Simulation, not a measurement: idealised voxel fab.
process module | voxel wiring stack
cross-section cut | 190 nm wide | cells 5 nm
A cross-section is a grid of square cells, given in bands from the top down. A band is one or more rows of cells.
Each band's line starts with the height of the band's top and of its bottom, in nm. Then come its materials from left to right, each with its width in nm. One material with "throughout" fills the band from edge to edge. "air" is empty space.
Height 0 is the level under which the wafer as received is all one material. The lowest band goes on downwards, as in "0 down".
A width such as "30 to 40" changes by the same amount from each row of cells to the next, from the band's top row to its bottom row.
"no change" after a step means that no cell of the cross-section changed.
closed voids: empty space of 8 cells or more with no open way to the top, each as width x height at its distance from the left edge, in nm
after a step's settings: what the simulator itself notes on the step
overlay nm, on a step with a mask: how far to the right of its planned place the mask lay; to the left if negative
Each pair below shows a cross-section before one step and the cross-section after it, down to the lowest band that changed. The line under each pair gives the step between them, with its settings. The pairs can come from different runs of this module on the same starting wafer, so a pair continues from the pair above only where its "before" says so.
before
  50 to 40: W throughout
  40 to 35: TiN 65 | W 15 | TiN 25 | W 15 | TiN 70
  35 to 20: lowk 60 | TiN 5 | W 15 | TiN 5 | lowk 15 | TiN 5 | W 15 | TiN 5 | lowk 65
  20 to 15: lowk 60 | TiN 25 | lowk 15 | TiN 25 | lowk 65
  15 to 5: SiO2 throughout
  5 to 0: SiCN throughout
  0 down: Si throughout
  closed voids: none
after
  35 to 20: lowk 60 | TiN 5 | W 15 | TiN 5 | lowk 15 | TiN 5 | W 15 | TiN 5 | lowk 65
  below 20: unchanged
  closed voids: none
the step between: op CMP | height nm 35
before: the cross-section after the pair above
after
  40 to 35: SiCN throughout
  below 35: unchanged
  closed voids: none
the step between: op CONFORMAL_DEP | material SiCN | thk nm 5
before: the cross-section after the pair above
after
  50 to 40: lowk throughout
  below 40: unchanged
  closed voids: none
the step between: op DIRECTIONAL_DEP | material lowk | thk nm 10
before: the cross-section after the pair above
after
  70 to 50: resist 60 | air 15 | resist 25 | air 15 | resist 75
  below 50: unchanged
  closed voids: none
the step between: op PATTERN | tone open | mask id PLUG_1 | material resist | width nm 15 | pitch nm 40 | thk nm 20 | overlay nm 0
before: the cross-section after the pair above
after
  70 to 50: resist 60 | air 15 | resist 25 | air 15 | resist 75
  50 to 40: lowk 60 | air 15 | lowk 25 | air 15 | lowk 75
  below 40: unchanged
  closed voids: none
the step between: op DIRECTIONAL_ETCH | etch materials lowk | depth nm 10
before: the cross-section after the pair above
after
  70 to 50: resist 60 | air 15 | resist 25 | air 15 | resist 75
  50 to 40: lowk 60 | air 15 | lowk 25 | air 15 | lowk 75
  40 to 35: SiCN 60 | air 15 | SiCN 25 | air 15 | SiCN 75
  below 35: unchanged
  closed voids: none
the step between: op DIRECTIONAL_ETCH | etch materials SiCN | depth nm 5
before: the cross-section after the pair above
after
  50 to 40: lowk 60 | air 15 | lowk 25 | air 15 | lowk 75
  below 40: unchanged
  closed voids: none
the step between: op STRIP | etch materials resist
before: the cross-section after the pair above
after
  50 to 45: lowk 60 | air 15 | lowk 25 | air 15 | lowk 75
  45 to 40: lowk 60 | Ru 15 | lowk 25 | Ru 15 | lowk 75
  40 to 35: SiCN 60 | Ru 15 | SiCN 25 | Ru 15 | SiCN 75
  below 35: unchanged
  closed voids: none
the step between: op EPI | material Ru | thk nm 10
before: the cross-section after the pair above
after
  50 to 40: lowk 60 | Ru 15 | lowk 25 | Ru 15 | lowk 75
  below 40: unchanged
  closed voids: none
the step between: op EPI | material Ru | thk nm 5
before: the cross-section after the pair above
after
  55 to 50: SiCN throughout
  below 50: unchanged
  closed voids: none
the step between: op CONFORMAL_DEP | material SiCN | thk nm 5
before: the cross-section after the pair above
after
  70 to 55: lowk throughout
  below 55: unchanged
  closed voids: none
the step between: op DIRECTIONAL_DEP | material lowk | thk nm 15
before: the cross-section after the pair above
after
  80 to 70: aC throughout
  below 70: unchanged
  closed voids: none
the step between: op DIRECTIONAL_DEP | material aC | thk nm 10
before: the cross-section after the pair above
after
  105 to 80: resist 60 | air 25 | resist 15 | air 25 | resist 65
  below 80: unchanged
  closed voids: none
the step between: op PATTERN | tone open | mask id METAL_2 | material resist | width nm 25 | pitch nm 40 | thk nm 25 | overlay nm 0
before: the cross-section after the pair above
after
  95 to 80: resist 60 | air 25 | resist 15 | air 25 | resist 65
  80 to 70: aC 60 | air 25 | aC 15 | air 25 | aC 65
  below 70: unchanged
  closed voids: none
the step between: op DIRECTIONAL_ETCH | etch materials aC | depth nm 10
before: the cross-section after the pair above
after
  80 to 70: aC 60 | air 25 | aC 15 | air 25 | aC 65
  below 70: unchanged
  closed voids: none
the step between: op STRIP | etch materials resist
before: the cross-section after the pair above
after
  80 to 70: aC 60 | air 25 | aC 15 | air 25 | aC 65
  70 to 55: lowk 60 | air 25 | lowk 15 | air 25 | lowk 65
  below 55: unchanged
  closed voids: none
the step between: op DIRECTIONAL_ETCH | etch materials lowk | depth nm 15
before: the cross-section after the pair above
after
  80 to 70: aC 60 | air 25 | aC 15 | air 25 | aC 65
  70 to 55: lowk 60 | air 25 | lowk 15 | air 25 | lowk 65
  55 to 50: SiCN 60 | air 25 | SiCN 15 | air 25 | SiCN 65
  below 50: unchanged
  closed voids: none
the step between: op DIRECTIONAL_ETCH | etch materials SiCN | depth nm 5
before: the cross-section after the pair above
after
  70 to 55: lowk 60 | air 25 | lowk 15 | air 25 | lowk 65
  below 55: unchanged
  closed voids: none
the step between: op STRIP | etch materials aC
before: the cross-section after the pair above
after
  75 to 70: TiN 65 | air 15 | TiN 25 | air 15 | TiN 70
  70 to 55: lowk 60 | TiN 5 | air 15 | TiN 5 | lowk 15 | TiN 5 | air 15 | TiN 5 | lowk 65
  55 to 50: SiCN 60 | TiN 25 | SiCN 15 | TiN 25 | SiCN 65
  below 50: unchanged
  closed voids: none
the step between: op CONFORMAL_DEP | material TiN | thk nm 5
before: the cross-section after the pair above
after
  85 to 75: Ru throughout
  75 to 70: TiN 65 | Ru 15 | TiN 25 | Ru 15 | TiN 70
  70 to 55: lowk 60 | TiN 5 | Ru 15 | TiN 5 | lowk 15 | TiN 5 | Ru 15 | TiN 5 | lowk 65
  below 55: unchanged
  closed voids: none
the step between: op FILL_DEP | material Ru | thk nm 10
before: the cross-section after the pair above
after
  70 to 55: lowk 60 | TiN 5 | Ru 15 | TiN 5 | lowk 15 | TiN 5 | Ru 15 | TiN 5 | lowk 65
  below 55: unchanged
  closed voids: none
the step between: op CMP | height nm 70
before: the cross-section after the pair above
after
  75 to 70: air 55 | Ru 35 | air 5 | Ru 35 | air 60
  below 70: unchanged
  closed voids: none
the step between: op EPI | material Ru | thk nm 5
before: the cross-section after the pair above
after
  80 to 75: SiCN throughout
  75 to 70: SiCN 55 | Ru 35 | SiCN 5 | Ru 35 | SiCN 60
  below 70: unchanged
  closed voids: none
the step between: op FILL_DEP | material SiCN | thk nm 5
before: the cross-section after the pair above
after
  110 to 80: lowk throughout
  below 80: unchanged
  closed voids: none
the step between: op DIRECTIONAL_DEP | material lowk | thk nm 30
before: the cross-section after the pair above
after
  110 to 90: lowk 60 | air 25 | lowk 15 | air 25 | lowk 65
  below 90: unchanged
  closed voids: none
the step between: op MASKED_ETCH | tone open | mask id METAL_3 | width nm 25 | pitch nm 40 | etch materials lowk | depth nm 20 | overlay nm 0
before: the cross-section after the pair above
after
  125 to 110: aC 60 | air 25 | aC 15 | air 25 | aC 65
  110 to 105: lowk 60 | air 25 | lowk 15 | air 25 | lowk 65
  105 to 90: lowk 60 | aC 25 | lowk 15 | aC 25 | lowk 65
  below 90: unchanged
  closed voids: none
the step between: op DIRECTIONAL_DEP | material aC | thk nm 15
before: the cross-section after the pair above
after
  160 to 125: resist 60 | air 15 | resist 115
  125 to 110: aC 60 | air 15 | resist 10 | aC 15 | resist 25 | aC 65
  110 to 105: lowk 60 | air 15 | resist 10 | lowk 15 | resist 25 | lowk 65
  below 105: unchanged
  closed voids: none
the step between: op PATTERN | tone open | mask id METAL_3_HOLES | material resist | width nm 15 | thk nm 35 | overlay nm 0
before: the cross-section after the pair above
after
  145 to 125: resist 60 | air 15 | resist 115
  125 to 110: aC 60 | air 15 | resist 10 | aC 15 | resist 25 | aC 65
  110 to 105: lowk 60 | air 15 | resist 10 | lowk 15 | resist 25 | lowk 65
  105 to 90: lowk 60 | air 15 | aC 10 | lowk 15 | aC 25 | lowk 65
  below 90: unchanged
  closed voids: none
the step between: op DIRECTIONAL_ETCH | etch materials aC | depth nm 15
before: the cross-section after the pair above
after
  125 to 110: aC 60 | air 25 | aC 15 | air 25 | aC 65
  110 to 105: lowk 60 | air 25 | lowk 15 | air 25 | lowk 65
  below 105: unchanged
  closed voids: none
the step between: op STRIP | etch materials resist
before: the cross-section after the pair above
after
  125 to 110: aC 60 | air 25 | aC 15 | air 25 | aC 65
  110 to 105: lowk 60 | air 25 | lowk 15 | air 25 | lowk 65
  105 to 90: lowk 60 | air 15 | aC 10 | lowk 15 | aC 25 | lowk 65
  90 to 80: lowk 60 | air 15 | lowk 115
  below 80: unchanged
  closed voids: none
the step between: op DIRECTIONAL_ETCH | etch materials lowk | depth nm 10
before: the cross-section after the pair above
after
  125 to 110: aC 60 | air 25 | aC 15 | air 25 | aC 65
  110 to 105: lowk 60 | air 25 | lowk 15 | air 25 | lowk 65
  105 to 90: lowk 60 | air 15 | aC 10 | lowk 15 | aC 25 | lowk 65
  90 to 80: lowk 60 | air 15 | lowk 115
  80 to 75: SiCN 60 | air 15 | SiCN 115
  below 75: unchanged
  closed voids: none
the step between: op DIRECTIONAL_ETCH | etch materials SiCN | depth nm 5
before: the cross-section after the pair above
after
  110 to 90: lowk 60 | air 25 | lowk 15 | air 25 | lowk 65
  below 90: unchanged
  closed voids: none
the step between: op STRIP | etch materials aC
before: the cross-section after the pair above
after
  115 to 110: TiN 65 | air 15 | TiN 25 | air 15 | TiN 70
  110 to 95: lowk 60 | TiN 5 | air 15 | TiN 5 | lowk 15 | TiN 5 | air 15 | TiN 5 | lowk 65
  95 to 90: lowk 60 | TiN 5 | air 5 | TiN 15 | lowk 15 | TiN 25 | lowk 65
  90 to 80: lowk 60 | TiN 5 | air 5 | TiN 5 | lowk 115
  80 to 75: SiCN 60 | TiN 15 | SiCN 115
  below 75: unchanged
  closed voids: none
the step between: op CONFORMAL_DEP | material TiN | thk nm 5
before: the cross-section after the pair above
after
  120 to 115: Ru throughout
  115 to 110: TiN 65 | Ru 15 | TiN 25 | Ru 15 | TiN 70
  110 to 95: lowk 60 | TiN 5 | Ru 15 | TiN 5 | lowk 15 | TiN 5 | Ru 15 | TiN 5 | lowk 65
  95 to 90: lowk 60 | TiN 5 | Ru 5 | TiN 15 | lowk 15 | TiN 25 | lowk 65
  90 to 80: lowk 60 | TiN 5 | Ru 5 | TiN 5 | lowk 115
  below 80: unchanged
  closed voids: none
the step between: op FILL_DEP | material Ru | thk nm 5
before: the cross-section after the pair above
after
  110 to 95: lowk 60 | TiN 5 | Ru 15 | TiN 5 | lowk 15 | TiN 5 | Ru 15 | TiN 5 | lowk 65
  below 95: unchanged
  closed voids: none
the step between: op CMP | height nm 110
before: the cross-section after the pair above
after
  115 to 110: SiN throughout
  below 110: unchanged
  closed voids: none
the step between: op CONFORMAL_DEP | material SiN | thk nm 5
before
  85 to 75: Ru throughout
  75 to 70: TiN 65 | Ru 15 | TiN 25 | Ru 15 | TiN 70
  70 to 55: lowk 60 | TiN 5 | Ru 15 | TiN 5 | lowk 15 | TiN 5 | Ru 15 | TiN 5 | lowk 65
  55 to 50: SiCN 60 | TiN 25 | SiCN 15 | TiN 25 | SiCN 65
  50 to 40: lowk 60 | Ru 15 | lowk 25 | Ru 15 | lowk 75
  40 to 35: SiCN 60 | Ru 15 | SiCN 25 | Ru 15 | SiCN 75
  35 to 15: lowk 60 | TiN 5 | W 15 | TiN 5 | lowk 15 | TiN 5 | W 15 | TiN 5 | lowk 65
  15 to 10: SiCN 60 | TiN 25 | SiCN 15 | TiN 25 | SiCN 65
  10 to 0: SiO2 throughout
  0 down: Si throughout
  closed voids: none
after
  65 to 55: lowk 60 | TiN 5 | Ru 15 | TiN 5 | lowk 15 | TiN 5 | Ru 15 | TiN 5 | lowk 65
  below 55: unchanged
  closed voids: none
the step between: op CMP | height nm 65
before: the cross-section after the pair above
after
  70 to 65: air 55 | Ru 35 | air 5 | Ru 35 | air 60
  below 65: unchanged
  closed voids: none
the step between: op EPI | material Ru | thk nm 5
before: the cross-section after the pair above
after
  75 to 70: SiCN throughout
  70 to 65: SiCN 55 | Ru 35 | SiCN 5 | Ru 35 | SiCN 60
  below 65: unchanged
  closed voids: none
the step between: op FILL_DEP | material SiCN | thk nm 5
before: the cross-section after the pair above
after
  105 to 75: lowk throughout
  below 75: unchanged
  closed voids: none
the step between: op DIRECTIONAL_DEP | material lowk | thk nm 30
before: the cross-section after the pair above
after
  105 to 85: lowk 60 | air 25 | lowk 15 | air 25 | lowk 65
  below 85: unchanged
  closed voids: none
the step between: op MASKED_ETCH | tone open | mask id METAL_3 | width nm 25 | pitch nm 40 | etch materials lowk | depth nm 20 | overlay nm 0
before: the cross-section after the pair above
after
  120 to 105: aC 60 | air 25 | aC 15 | air 25 | aC 65
  105 to 100: lowk 60 | air 25 | lowk 15 | air 25 | lowk 65
  100 to 85: lowk 60 | aC 25 | lowk 15 | aC 25 | lowk 65
  below 85: unchanged
  closed voids: none
the step between: op DIRECTIONAL_DEP | material aC | thk nm 15
before: the cross-section after the pair above
after
  155 to 120: resist 60 | air 15 | resist 115
  120 to 105: aC 60 | air 15 | resist 10 | aC 15 | resist 25 | aC 65
  105 to 100: lowk 60 | air 15 | resist 10 | lowk 15 | resist 25 | lowk 65
  below 100: unchanged
  closed voids: none
the step between: op PATTERN | tone open | mask id METAL_3_HOLES | material resist | width nm 15 | thk nm 35 | overlay nm 0
before: the cross-section after the pair above
after
  140 to 120: resist 60 | air 15 | resist 115
  120 to 105: aC 60 | air 15 | resist 10 | aC 15 | resist 25 | aC 65
  105 to 100: lowk 60 | air 15 | resist 10 | lowk 15 | resist 25 | lowk 65
  100 to 85: lowk 60 | air 15 | aC 10 | lowk 15 | aC 25 | lowk 65
  below 85: unchanged
  closed voids: none
the step between: op DIRECTIONAL_ETCH | etch materials aC | depth nm 15
before: the cross-section after the pair above
after
  120 to 105: aC 60 | air 25 | aC 15 | air 25 | aC 65
  105 to 100: lowk 60 | air 25 | lowk 15 | air 25 | lowk 65
  below 100: unchanged
  closed voids: none
the step between: op STRIP | etch materials resist
before: the cross-section after the pair above
after
  120 to 105: aC 60 | air 25 | aC 15 | air 25 | aC 65
  105 to 100: lowk 60 | air 25 | lowk 15 | air 25 | lowk 65
  100 to 85: lowk 60 | air 15 | aC 10 | lowk 15 | aC 25 | lowk 65
  85 to 75: lowk 60 | air 15 | lowk 115
  below 75: unchanged
  closed voids: none
the step between: op DIRECTIONAL_ETCH | etch materials lowk | depth nm 10
before: the cross-section after the pair above
after
  120 to 105: aC 60 | air 25 | aC 15 | air 25 | aC 65
  105 to 100: lowk 60 | air 25 | lowk 15 | air 25 | lowk 65
  100 to 85: lowk 60 | air 15 | aC 10 | lowk 15 | aC 25 | lowk 65
  85 to 75: lowk 60 | air 15 | lowk 115
  75 to 70: SiCN 60 | air 15 | SiCN 115
  below 70: unchanged
  closed voids: none
the step between: op DIRECTIONAL_ETCH | etch materials SiCN | depth nm 5
before: the cross-section after the pair above
after
  105 to 85: lowk 60 | air 25 | lowk 15 | air 25 | lowk 65
  below 85: unchanged
  closed voids: none
the step between: op STRIP | etch materials aC
before: the cross-section after the pair above
after
  110 to 105: TiN 65 | air 15 | TiN 25 | air 15 | TiN 70
  105 to 90: lowk 60 | TiN 5 | air 15 | TiN 5 | lowk 15 | TiN 5 | air 15 | TiN 5 | lowk 65
  90 to 85: lowk 60 | TiN 5 | air 5 | TiN 15 | lowk 15 | TiN 25 | lowk 65
  85 to 75: lowk 60 | TiN 5 | air 5 | TiN 5 | lowk 115
  75 to 70: SiCN 60 | TiN 15 | SiCN 115
  below 70: unchanged
  closed voids: none
the step between: op CONFORMAL_DEP | material TiN | thk nm 5
before: the cross-section after the pair above
after
  115 to 110: Ru throughout
  110 to 105: TiN 65 | Ru 15 | TiN 25 | Ru 15 | TiN 70
  105 to 90: lowk 60 | TiN 5 | Ru 15 | TiN 5 | lowk 15 | TiN 5 | Ru 15 | TiN 5 | lowk 65
  90 to 85: lowk 60 | TiN 5 | Ru 5 | TiN 15 | lowk 15 | TiN 25 | lowk 65
  85 to 75: lowk 60 | TiN 5 | Ru 5 | TiN 5 | lowk 115
  below 75: unchanged
  closed voids: none
the step between: op FILL_DEP | material Ru | thk nm 5
before: the cross-section after the pair above
after
  110 to 105: TiN 65 | Ru 15 | TiN 25 | Ru 15 | TiN 70
  below 105: unchanged
  closed voids: none
the step between: op CMP | height nm 110
before: the cross-section after the pair above
after
  115 to 110: SiN throughout
  below 110: unchanged
  closed voids: none
the step between: op CONFORMAL_DEP | material SiN | thk nm 5
before
  35 to 15: lowk throughout
  15 to 10: SiCN throughout
  10 to 0: SiO2 throughout
  0 down: Si throughout
  closed voids: none
after
  35 to 15: lowk 65 | air 15 | lowk 25 | air 15 | lowk 70
  below 15: unchanged
  closed voids: none
the step between: op MASKED_ETCH | tone open | mask id METAL_1 | width nm 15 | pitch nm 40 | etch materials lowk | depth nm 20 | overlay nm 0
before: the cross-section after the pair above
after
  35 to 15: lowk 65 | air 15 | lowk 25 | air 15 | lowk 70
  15 to 10: SiCN 65 | air 15 | SiCN 25 | air 15 | SiCN 70
  below 10: unchanged
  closed voids: none
the step between: op MASKED_ETCH | tone open | mask id METAL_1 | width nm 25 | pitch nm 40 | etch materials SiCN | depth nm 5 | overlay nm 0
before: the cross-section after the pair above
after
  40 to 35: TiN 70 | air 5 | TiN 35 | air 5 | TiN 75
  35 to 15: lowk 65 | TiN 5 | air 5 | TiN 5 | lowk 25 | TiN 5 | air 5 | TiN 5 | lowk 70
  15 to 10: SiCN 65 | TiN 15 | SiCN 25 | TiN 15 | SiCN 70
  below 10: unchanged
  closed voids: none
the step between: op CONFORMAL_DEP | material TiN | thk nm 5
before: the cross-section after the pair above
after
  50 to 40: W throughout
  40 to 35: TiN 70 | W 5 | TiN 35 | W 5 | TiN 75
  35 to 15: lowk 65 | TiN 5 | W 5 | TiN 5 | lowk 25 | TiN 5 | W 5 | TiN 5 | lowk 70
  below 15: unchanged
  closed voids: none
the step between: op FILL_DEP | material W | thk nm 10
before: the cross-section after the pair above
after
  35 to 15: lowk 65 | TiN 5 | W 5 | TiN 5 | lowk 25 | TiN 5 | W 5 | TiN 5 | lowk 70
  below 15: unchanged
  closed voids: none
the step between: op CMP | height nm 35
before: the cross-section after the pair above
after
  40 to 35: SiCN throughout
  below 35: unchanged
  closed voids: none
the step between: op CONFORMAL_DEP | material SiCN | thk nm 5
before: the cross-section after the pair above
after
  50 to 40: lowk throughout
  below 40: unchanged
  closed voids: none
the step between: op DIRECTIONAL_DEP | material lowk | thk nm 10
before: the cross-section after the pair above
after
  70 to 50: resist 60 | air 15 | resist 25 | air 15 | resist 75
  below 50: unchanged
  closed voids: none
the step between: op PATTERN | tone open | mask id PLUG_1 | material resist | width nm 15 | pitch nm 40 | thk nm 20 | overlay nm 0
before: the cross-section after the pair above
after
  70 to 50: resist 60 | air 15 | resist 25 | air 15 | resist 75
  50 to 40: lowk 60 | air 15 | lowk 25 | air 15 | lowk 75
  below 40: unchanged
  closed voids: none
the step between: op DIRECTIONAL_ETCH | etch materials lowk | depth nm 10
before: the cross-section after the pair above
after
  70 to 50: resist 60 | air 15 | resist 25 | air 15 | resist 75
  50 to 40: lowk 60 | air 15 | lowk 25 | air 15 | lowk 75
  40 to 35: SiCN 60 | air 15 | SiCN 25 | air 15 | SiCN 75
  below 35: unchanged
  closed voids: none
the step between: op DIRECTIONAL_ETCH | etch materials SiCN | depth nm 5
before: the cross-section after the pair above
after
  50 to 40: lowk 60 | air 15 | lowk 25 | air 15 | lowk 75
  below 40: unchanged
  closed voids: none
the step between: op STRIP | etch materials resist
before: the cross-section after the pair above
after
  50 to 45: lowk 60 | air 15 | lowk 25 | air 15 | lowk 75
  45 to 40: lowk 60 | Ru 15 | lowk 25 | Ru 15 | lowk 75
  40 to 35: SiCN 60 | Ru 15 | SiCN 25 | Ru 15 | SiCN 75
  below 35: unchanged
  closed voids: none
the step between: op EPI | material Ru | thk nm 10
before: the cross-section after the pair above
after
  50 to 40: lowk 60 | Ru 15 | lowk 25 | Ru 15 | lowk 75
  below 40: unchanged
  closed voids: none
the step between: op EPI | material Ru | thk nm 5
before: the cross-section after the pair above
after
  55 to 50: SiCN throughout
  below 50: unchanged
  closed voids: none
the step between: op CONFORMAL_DEP | material SiCN | thk nm 5
before: the cross-section after the pair above
after
  70 to 55: lowk throughout
  below 55: unchanged
  closed voids: none
the step between: op DIRECTIONAL_DEP | material lowk | thk nm 15
before: the cross-section after the pair above
after
  80 to 70: aC throughout
  below 70: unchanged
  closed voids: none
the step between: op DIRECTIONAL_DEP | material aC | thk nm 10
before: the cross-section after the pair above
after
  105 to 80: resist 60 | air 25 | resist 15 | air 25 | resist 65
  below 80: unchanged
  closed voids: none
the step between: op PATTERN | tone open | mask id METAL_2 | material resist | width nm 25 | pitch nm 40 | thk nm 25 | overlay nm 0
before: the cross-section after the pair above
after
  95 to 80: resist 60 | air 25 | resist 15 | air 25 | resist 65
  80 to 70: aC 60 | air 25 | aC 15 | air 25 | aC 65
  below 70: unchanged
  closed voids: none
the step between: op DIRECTIONAL_ETCH | etch materials aC | depth nm 10
before: the cross-section after the pair above
after
  80 to 70: aC 60 | air 25 | aC 15 | air 25 | aC 65
  below 70: unchanged
  closed voids: none
the step between: op STRIP | etch materials resist
before: the cross-section after the pair above
after
  80 to 70: aC 60 | air 25 | aC 15 | air 25 | aC 65
  70 to 55: lowk 60 | air 25 | lowk 15 | air 25 | lowk 65
  below 55: unchanged
  closed voids: none
the step between: op DIRECTIONAL_ETCH | etch materials lowk | depth nm 15
before: the cross-section after the pair above
after
  80 to 70: aC 60 | air 25 | aC 15 | air 25 | aC 65
  70 to 55: lowk 60 | air 25 | lowk 15 | air 25 | lowk 65
  55 to 50: SiCN 60 | air 25 | SiCN 15 | air 25 | SiCN 65
  below 50: unchanged
  closed voids: none
the step between: op DIRECTIONAL_ETCH | etch materials SiCN | depth nm 5
before: the cross-section after the pair above
after
  70 to 55: lowk 60 | air 25 | lowk 15 | air 25 | lowk 65
  below 55: unchanged
  closed voids: none
the step between: op STRIP | etch materials aC
before: the cross-section after the pair above
after
  75 to 70: TiN 65 | air 15 | TiN 25 | air 15 | TiN 70
  70 to 55: lowk 60 | TiN 5 | air 15 | TiN 5 | lowk 15 | TiN 5 | air 15 | TiN 5 | lowk 65
  55 to 50: SiCN 60 | TiN 25 | SiCN 15 | TiN 25 | SiCN 65
  below 50: unchanged
  closed voids: none
the step between: op CONFORMAL_DEP | material TiN | thk nm 5
before: the cross-section after the pair above
after
  85 to 75: Ru throughout
  75 to 70: TiN 65 | Ru 15 | TiN 25 | Ru 15 | TiN 70
  70 to 55: lowk 60 | TiN 5 | Ru 15 | TiN 5 | lowk 15 | TiN 5 | Ru 15 | TiN 5 | lowk 65
  below 55: unchanged
  closed voids: none
the step between: op FILL_DEP | material Ru | thk nm 10
before: the cross-section after the pair above
after
  70 to 55: lowk 60 | TiN 5 | Ru 15 | TiN 5 | lowk 15 | TiN 5 | Ru 15 | TiN 5 | lowk 65
  below 55: unchanged
  closed voids: none
the step between: op CMP | height nm 70
before: the cross-section after the pair above
after
  75 to 70: air 55 | Ru 35 | air 5 | Ru 35 | air 60
  below 70: unchanged
  closed voids: none
the step between: op EPI | material Ru | thk nm 5
before: the cross-section after the pair above
after
  80 to 75: SiCN throughout
  75 to 70: SiCN 55 | Ru 35 | SiCN 5 | Ru 35 | SiCN 60
  below 70: unchanged
  closed voids: none
the step between: op FILL_DEP | material SiCN | thk nm 5
before: the cross-section after the pair above
after
  110 to 80: lowk throughout
  below 80: unchanged
  closed voids: none
the step between: op DIRECTIONAL_DEP | material lowk | thk nm 30
before: the cross-section after the pair above
after
  110 to 90: lowk 60 | air 25 | lowk 15 | air 25 | lowk 65
  below 90: unchanged
  closed voids: none
the step between: op MASKED_ETCH | tone open | mask id METAL_3 | width nm 25 | pitch nm 40 | etch materials lowk | depth nm 20 | overlay nm 0
before: the cross-section after the pair above
after
  125 to 110: aC 60 | air 25 | aC 15 | air 25 | aC 65
  110 to 105: lowk 60 | air 25 | lowk 15 | air 25 | lowk 65
  105 to 90: lowk 60 | aC 25 | lowk 15 | aC 25 | lowk 65
  below 90: unchanged
  closed voids: none
the step between: op DIRECTIONAL_DEP | material aC | thk nm 15
before: the cross-section after the pair above
after
  160 to 125: resist 60 | air 15 | resist 115
  125 to 110: aC 60 | air 15 | resist 10 | aC 15 | resist 25 | aC 65
  110 to 105: lowk 60 | air 15 | resist 10 | lowk 15 | resist 25 | lowk 65
  below 105: unchanged
  closed voids: none
the step between: op PATTERN | tone open | mask id METAL_3_HOLES | material resist | width nm 15 | thk nm 35 | overlay nm 0
before: the cross-section after the pair above
after
  145 to 125: resist 60 | air 15 | resist 115
  125 to 110: aC 60 | air 15 | resist 10 | aC 15 | resist 25 | aC 65
  110 to 105: lowk 60 | air 15 | resist 10 | lowk 15 | resist 25 | lowk 65
  105 to 90: lowk 60 | air 15 | aC 10 | lowk 15 | aC 25 | lowk 65
  below 90: unchanged
  closed voids: none
the step between: op DIRECTIONAL_ETCH | etch materials aC | depth nm 15
before: the cross-section after the pair above
after
  125 to 110: aC 60 | air 25 | aC 15 | air 25 | aC 65
  110 to 105: lowk 60 | air 25 | lowk 15 | air 25 | lowk 65
  below 105: unchanged
  closed voids: none
the step between: op STRIP | etch materials resist
before: the cross-section after the pair above
after
  125 to 110: aC 60 | air 25 | aC 15 | air 25 | aC 65
  110 to 105: lowk 60 | air 25 | lowk 15 | air 25 | lowk 65
  105 to 90: lowk 60 | air 15 | aC 10 | lowk 15 | aC 25 | lowk 65
  90 to 80: lowk 60 | air 15 | lowk 115
  below 80: unchanged
  closed voids: none
the step between: op DIRECTIONAL_ETCH | etch materials lowk | depth nm 10
before: the cross-section after the pair above
after
  125 to 110: aC 60 | air 25 | aC 15 | air 25 | aC 65
  110 to 105: lowk 60 | air 25 | lowk 15 | air 25 | lowk 65
  105 to 90: lowk 60 | air 15 | aC 10 | lowk 15 | aC 25 | lowk 65
  90 to 80: lowk 60 | air 15 | lowk 115
  80 to 75: SiCN 60 | air 15 | SiCN 115
  below 75: unchanged
  closed voids: none
the step between: op DIRECTIONAL_ETCH | etch materials SiCN | depth nm 5
before: the cross-section after the pair above
after
  110 to 90: lowk 60 | air 25 | lowk 15 | air 25 | lowk 65
  below 90: unchanged
  closed voids: none
the step between: op STRIP | etch materials aC
before: the cross-section after the pair above
after
  115 to 110: TiN 65 | air 15 | TiN 25 | air 15 | TiN 70
  110 to 95: lowk 60 | TiN 5 | air 15 | TiN 5 | lowk 15 | TiN 5 | air 15 | TiN 5 | lowk 65
  95 to 90: lowk 60 | TiN 5 | air 5 | TiN 15 | lowk 15 | TiN 25 | lowk 65
  90 to 80: lowk 60 | TiN 5 | air 5 | TiN 5 | lowk 115
  80 to 75: SiCN 60 | TiN 15 | SiCN 115
  below 75: unchanged
  closed voids: none
the step between: op CONFORMAL_DEP | material TiN | thk nm 5
before: the cross-section after the pair above
after
  120 to 115: Ru throughout
  115 to 110: TiN 65 | Ru 15 | TiN 25 | Ru 15 | TiN 70
  110 to 95: lowk 60 | TiN 5 | Ru 15 | TiN 5 | lowk 15 | TiN 5 | Ru 15 | TiN 5 | lowk 65
  95 to 90: lowk 60 | TiN 5 | Ru 5 | TiN 15 | lowk 15 | TiN 25 | lowk 65
  90 to 80: lowk 60 | TiN 5 | Ru 5 | TiN 5 | lowk 115
  below 80: unchanged
  closed voids: none
the step between: op FILL_DEP | material Ru | thk nm 5
before: the cross-section after the pair above
after
  110 to 95: lowk 60 | TiN 5 | Ru 15 | TiN 5 | lowk 15 | TiN 5 | Ru 15 | TiN 5 | lowk 65
  below 95: unchanged
  closed voids: none
the step between: op CMP | height nm 110
before: the cross-section after the pair above
after
  115 to 110: SiN throughout
  below 110: unchanged
  closed voids: none
the step between: op CONFORMAL_DEP | material SiN | thk nm 5
before
  35 to 15: lowk 60 | air 25 | lowk 15 | air 25 | lowk 65
  15 to 10: SiCN throughout
  10 to 0: SiO2 throughout
  0 down: Si throughout
  closed voids: none
after
  35 to 15: lowk 60 | air 25 | lowk 15 | air 25 | lowk 65
  15 to 10: SiCN 70 | air 15 | SiCN 25 | air 15 | SiCN 65
  below 10: unchanged
  closed voids: none
the step between: op MASKED_ETCH | tone open | mask id METAL_1 | width nm 25 | pitch nm 40 | etch materials SiCN | depth nm 5 | overlay nm 10
before: the cross-section after the pair above
after
  40 to 35: TiN 65 | air 15 | TiN 25 | air 15 | TiN 70
  35 to 20: lowk 60 | TiN 5 | air 15 | TiN 5 | lowk 15 | TiN 5 | air 15 | TiN 5 | lowk 65
  20 to 15: lowk 60 | TiN 15 | air 5 | TiN 5 | lowk 15 | TiN 15 | air 5 | TiN 5 | lowk 65
  15 to 10: SiCN 70 | TiN 15 | SiCN 25 | TiN 15 | SiCN 65
  below 10: unchanged
  closed voids: none
the step between: op CONFORMAL_DEP | material TiN | thk nm 5
before: the cross-section after the pair above
after
  50 to 40: W throughout
  40 to 35: TiN 65 | W 15 | TiN 25 | W 15 | TiN 70
  35 to 20: lowk 60 | TiN 5 | W 15 | TiN 5 | lowk 15 | TiN 5 | W 15 | TiN 5 | lowk 65
  20 to 15: lowk 60 | TiN 15 | W 5 | TiN 5 | lowk 15 | TiN 15 | W 5 | TiN 5 | lowk 65
  below 15: unchanged
  closed voids: none
the step between: op FILL_DEP | material W | thk nm 10
before: the cross-section after the pair above
after
  35 to 20: lowk 60 | TiN 5 | W 15 | TiN 5 | lowk 15 | TiN 5 | W 15 | TiN 5 | lowk 65
  below 20: unchanged
  closed voids: none
the step between: op CMP | height nm 35
before: the cross-section after the pair above
after
  40 to 35: SiCN throughout
  below 35: unchanged
  closed voids: none
the step between: op CONFORMAL_DEP | material SiCN | thk nm 5
before: the cross-section after the pair above
after
  50 to 40: lowk throughout
  below 40: unchanged
  closed voids: none
the step between: op DIRECTIONAL_DEP | material lowk | thk nm 10
